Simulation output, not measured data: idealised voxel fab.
process module | voxel capacitor over wiring
cross-section cut | 225 nm wide | cells 5 nm
A cross-section is a grid of square cells, given in bands from the top down. A band is one or more rows of cells.
Each band's line starts with the height of the band's top and of its bottom, in nm. Then come its materials from left to right, each with its width in nm. One material with "throughout" fills the band from edge to edge. "air" is empty space.
Height 0 is the level under which the wafer as received is all one material. The lowest band goes on downwards, as in "0 down".
A width such as "30 to 40" changes by the same amount from each row of cells to the next, from the band's top row to its bottom row.
"no change" after a step means that no cell of the cross-section changed.
closed voids: empty space of 8 cells or more with no open way to the top, each as width x height at its distance from the left edge, in nm
after a step's settings: what the simulator itself notes on the step
overlay nm, on a step with a mask: how far to the right of its planned place the mask lay; to the left if negative
plan
1 op RECEIVE | material Si
2 op CONFORMAL_DEP | material SiO2 | thk nm 10
3 op DIRECTIONAL_DEP | material TiN | thk nm 5
4 op DIRECTIONAL_DEP | material Ru | thk nm 15
5 op DIRECTIONAL_DEP | material aC | thk nm 10
6 op PATTERN | tone cover | mask id METAL_1 | material resist | width nm 30 | pitch nm 80 | thk nm 25 | overlay nm 0
7 op DIRECTIONAL_ETCH | etch materials aC | depth nm 10
8 op STRIP | etch materials resist
9 op DIRECTIONAL_ETCH | etch materials Ru | depth nm 15
10 op DIRECTIONAL_ETCH | etch materials TiN | depth nm 5
11 op STRIP | etch materials aC
12 op CONFORMAL_DEP | material SiCN | thk nm 5
13 op FILL_DEP | material lowk | thk nm 10
14 op CMP | height nm 30
15 op CONFORMAL_DEP | material SiCN | thk nm 5
16 op DIRECTIONAL_DEP | material SiO2 | thk nm 20
17 op MASKED_ETCH | tone open | mask id PLUG_1 | width nm 15 | etch materials SiO2 | depth nm 20 | overlay nm 0
18 op MASKED_ETCH | tone open | mask id PLUG_1 | width nm 15 | etch materials SiCN | depth nm 5 | overlay nm 0
19 op EPI | material Ru | thk nm 10
20 op EPI | material Ru | thk nm 10
21 op EPI | material Ru | thk nm 5
22 op DIRECTIONAL_DEP | material TiN | thk nm 10
23 op DIRECTIONAL_DEP | material Al2O3 | thk nm 5
24 op DIRECTIONAL_DEP | material TiN | thk nm 5
25 op DIRECTIONAL_DEP | material aC | thk nm 10
26 op PATTERN | tone cover | mask id UPPER_PLATE | material resist | width nm 55 | thk nm 30 | overlay nm 0
27 op DIRECTIONAL_ETCH | etch materials aC | depth nm 10
28 op STRIP | etch materials resist
29 op DIRECTIONAL_ETCH | etch materials TiN | depth nm 5
30 op DIRECTIONAL_ETCH | etch materials Al2O3 | depth nm 5
31 op STRIP | etch materials aC
32 op PATTERN | tone cover | mask id LOWER_PLATE | material resist | width nm 65 | thk nm 15 | overlay nm 0
33 op DIRECTIONAL_ETCH | etch materials TiN | depth nm 10
34 op STRIP | etch materials resist
35 op FILL_DEP | material SiO2 | thk nm 20
36 op CMP | height nm 90
37 op PATTERN | tone open | mask id PLUG_2 | material resist | width nm 15 | thk nm 20 | overlay nm 0
38 op DIRECTIONAL_ETCH | etch materials SiO2 | depth nm 15
39 op STRIP | etch materials resist
40 op CONFORMAL_DEP | material TiN | thk nm 5
41 op FILL_DEP | material Cu | thk nm 10
42 op CMP | height nm 90
43 op CONFORMAL_DEP | material SiCN | thk nm 5
first wafer, as planned
as received, after step 1
  0 down: Si throughout
  closed voids: none
after step 2
  10 to 0: SiO2 throughout
  below 0: unchanged
after step 3
  15 to 10: TiN throughout
  below 10: unchanged
after step 4
  30 to 15: Ru throughout
  below 15: unchanged
after step 5
  40 to 30: aC throughout
  below 30: unchanged
after step 6
  65 to 40: air 55 | resist 30 | air 50 | resist 30 | air 60
  below 40: unchanged
after step 7
  55 to 40: air 55 | resist 30 | air 50 | resist 30 | air 60
  40 to 30: air 55 | aC 30 | air 50 | aC 30 | air 60
  below 30: unchanged
after step 8
  40 to 30: air 55 | aC 30 | air 50 | aC 30 | air 60
  below 30: unchanged
after step 9
  40 to 30: air 55 | aC 30 | air 50 | aC 30 | air 60
  30 to 15: air 55 | Ru 30 | air 50 | Ru 30 | air 60
  below 15: unchanged
after step 10
  40 to 30: air 55 | aC 30 | air 50 | aC 30 | air 60
  30 to 15: air 55 | Ru 30 | air 50 | Ru 30 | air 60
  15 to 10: air 55 | TiN 30 | air 50 | TiN 30 | air 60
  below 10: unchanged
after step 11
  30 to 15: air 55 | Ru 30 | air 50 | Ru 30 | air 60
  below 15: unchanged
after step 12
  35 to 30: air 50 | SiCN 40 | air 40 | SiCN 40 | air 55
  30 to 15: air 50 | SiCN 5 | Ru 30 | SiCN 5 | air 40 | SiCN 5 | Ru 30 | SiCN 5 | air 55
  15 to 10: SiCN 55 | TiN 30 | SiCN 50 | TiN 30 | SiCN 60
  below 10: unchanged
after step 13
  45 to 35: lowk throughout
  35 to 30: lowk 50 | SiCN 40 | lowk 40 | SiCN 40 | lowk 55
  30 to 15: lowk 50 | SiCN 5 | Ru 30 | SiCN 5 | lowk 40 | SiCN 5 | Ru 30 | SiCN 5 | lowk 55
  below 15: unchanged
after step 14
  30 to 15: lowk 50 | SiCN 5 | Ru 30 | SiCN 5 | lowk 40 | SiCN 5 | Ru 30 | SiCN 5 | lowk 55
  below 15: unchanged
after step 15
  35 to 30: SiCN throughout
  below 30: unchanged
after step 16
  55 to 35: SiO2 throughout
  below 35: unchanged
after step 17
  55 to 35: SiO2 70 | air 15 | SiO2 140
  below 35: unchanged
after step 18
  55 to 35: SiO2 70 | air 15 | SiO2 140
  35 to 30: SiCN 70 | air 15 | SiCN 140
  below 30: unchanged
after step 19
  55 to 40: SiO2 70 | air 15 | SiO2 140
  40 to 35: SiO2 70 | Ru 15 | SiO2 140
  35 to 30: SiCN 70 | Ru 15 | SiCN 140
  below 30: unchanged
after step 20
  55 to 50: SiO2 70 | air 15 | SiO2 140
  50 to 35: SiO2 70 | Ru 15 | SiO2 140
  below 35: unchanged
after step 21
  55 to 35: SiO2 70 | Ru 15 | SiO2 140
  below 35: unchanged
after step 22
  65 to 55: TiN throughout
  below 55: unchanged
after step 23
  70 to 65: Al2O3 throughout
  below 65: unchanged
after step 24
  75 to 70: TiN throughout
  below 70: unchanged
after step 25
  85 to 75: aC throughout
  below 75: unchanged
after step 26
  115 to 85: air 70 | resist 55 | air 100
  below 85: unchanged
after step 27
  105 to 85: air 70 | resist 55 | air 100
  85 to 75: air 70 | aC 55 | air 100
  below 75: unchanged
after step 28
  85 to 75: air 70 | aC 55 | air 100
  below 75: unchanged
after step 29
  85 to 75: air 70 | aC 55 | air 100
  75 to 70: air 70 | TiN 55 | air 100
  below 70: unchanged
after step 30
  85 to 75: air 70 | aC 55 | air 100
  75 to 70: air 70 | TiN 55 | air 100
  70 to 65: air 70 | Al2O3 55 | air 100
  below 65: unchanged
after step 31
  75 to 70: air 70 | TiN 55 | air 100
  below 70: unchanged
after step 32
  90 to 75: air 65 | resist 65 | air 95
  75 to 70: air 65 | resist 5 | TiN 55 | resist 5 | air 95
  70 to 65: air 65 | resist 5 | Al2O3 55 | resist 5 | air 95
  below 65: unchanged
after step 33
  90 to 75: air 65 | resist 65 | air 95
  75 to 70: air 65 | resist 5 | TiN 55 | resist 5 | air 95
  70 to 65: air 65 | resist 5 | Al2O3 55 | resist 5 | air 95
  65 to 55: air 65 | TiN 65 | air 95
  below 55: unchanged
after step 34
  75 to 70: air 70 | TiN 55 | air 100
  70 to 65: air 70 | Al2O3 55 | air 100
  below 65: unchanged
after step 35
  95 to 75: SiO2 throughout
  75 to 70: SiO2 70 | TiN 55 | SiO2 100
  70 to 65: SiO2 70 | Al2O3 55 | SiO2 100
  65 to 55: SiO2 65 | TiN 65 | SiO2 95
  below 55: unchanged
after step 36
  90 to 75: SiO2 throughout
  below 75: unchanged
after step 37
  110 to 90: resist 80 | air 15 | resist 130
  below 90: unchanged
after step 38
  110 to 90: resist 80 | air 15 | resist 130
  90 to 75: SiO2 80 | air 15 | SiO2 130
  below 75: unchanged
after step 39
  90 to 75: SiO2 80 | air 15 | SiO2 130
  below 75: unchanged
after step 40
  95 to 90: TiN 85 | air 5 | TiN 135
  90 to 80: SiO2 80 | TiN 5 | air 5 | TiN 5 | SiO2 130
  80 to 70: SiO2 80 to 70 | TiN 15 to 55 | SiO2 130 to 100
  below 70: unchanged
after step 41
  105 to 95: Cu throughout
  95 to 90: TiN 85 | Cu 5 | TiN 135
  90 to 80: SiO2 80 | TiN 5 | Cu 5 | TiN 5 | SiO2 130
  below 80: unchanged
after step 42
  90 to 80: SiO2 80 | TiN 5 | Cu 5 | TiN 5 | SiO2 130
  below 80: unchanged
after step 43
  95 to 90: SiCN throughout
  below 90: unchanged
second wafer: like start, like plan, one mistake. Through step 25 it matches the first wafer
when step 26 should have ended
  115 to 85: air 65 | resist 65 | air 95
  below 85: unchanged
when step 27 should have ended
  105 to 85: air 65 | resist 65 | air 95
  85 to 75: air 65 | aC 65 | air 95
  below 75: unchanged
when step 28 should have ended
  85 to 75: air 65 | aC 65 | air 95
  below 75: unchanged
when step 29 should have ended
  85 to 75: air 65 | aC 65 | air 95
  75 to 70: air 65 | TiN 65 | air 95
  below 70: unchanged
when step 30 should have ended
  85 to 75: air 65 | aC 65 | air 95
  75 to 70: air 65 | TiN 65 | air 95
  70 to 65: air 65 | Al2O3 65 | air 95
  below 65: unchanged
when step 31 should have ended
  75 to 70: air 65 | TiN 65 | air 95
  below 70: unchanged
when step 32 should have ended
  90 to 75: air 65 | resist 65 | air 95
  below 75: unchanged
when step 33 should have ended
  90 to 75: air 65 | resist 65 | air 95
  75 to 70: air 65 | TiN 65 | air 95
  70 to 65: air 65 | Al2O3 65 | air 95
  65 to 55: air 65 | TiN 65 | air 95
  below 55: unchanged
when step 34 should have ended
  75 to 70: air 65 | TiN 65 | air 95
  below 70: unchanged
when step 35 should have ended
  95 to 75: SiO2 throughout
  75 to 70: SiO2 65 | TiN 65 | SiO2 95
  70 to 65: SiO2 65 | Al2O3 65 | SiO2 95
  65 to 55: SiO2 65 | TiN 65 | SiO2 95
  below 55: unchanged
when step 36 should have ended
  90 to 75: SiO2 throughout
  below 75: unchanged
when step 37 should have ended
  110 to 90: resist 80 | air 15 | resist 130
  below 90: unchanged
when step 38 should have ended
  110 to 90: resist 80 | air 15 | resist 130
  90 to 75: SiO2 80 | air 15 | SiO2 130
  below 75: unchanged
when step 39 should have ended
  90 to 75: SiO2 80 | air 15 | SiO2 130
  below 75: unchanged
when step 40 should have ended
  95 to 90: TiN 85 | air 5 | TiN 135
  90 to 80: SiO2 80 | TiN 5 | air 5 | TiN 5 | SiO2 130
  80 to 70: SiO2 80 to 65 | TiN 15 to 65 | SiO2 130 to 95
  below 70: unchanged
when step 41 should have ended
  105 to 95: Cu throughout
  95 to 90: TiN 85 | Cu 5 | TiN 135
  90 to 80: SiO2 80 | TiN 5 | Cu 5 | TiN 5 | SiO2 130
  below 80: unchanged
when step 42 should have ended
  90 to 80: SiO2 80 | TiN 5 | Cu 5 | TiN 5 | SiO2 130
  below 80: unchanged
when step 43 should have ended
  95 to 90: SiCN throughout
  below 90: unchanged
what went wrong: step 26 ran as: op PATTERN | tone cover | mask id UPPER_PLATE | material resist | width nm 65 | thk nm 30 | overlay nm 0
at the end the second wafer has, in cells: 2 more of Al2O3 | 4 fewer of SiO2 | 2 more of TiN
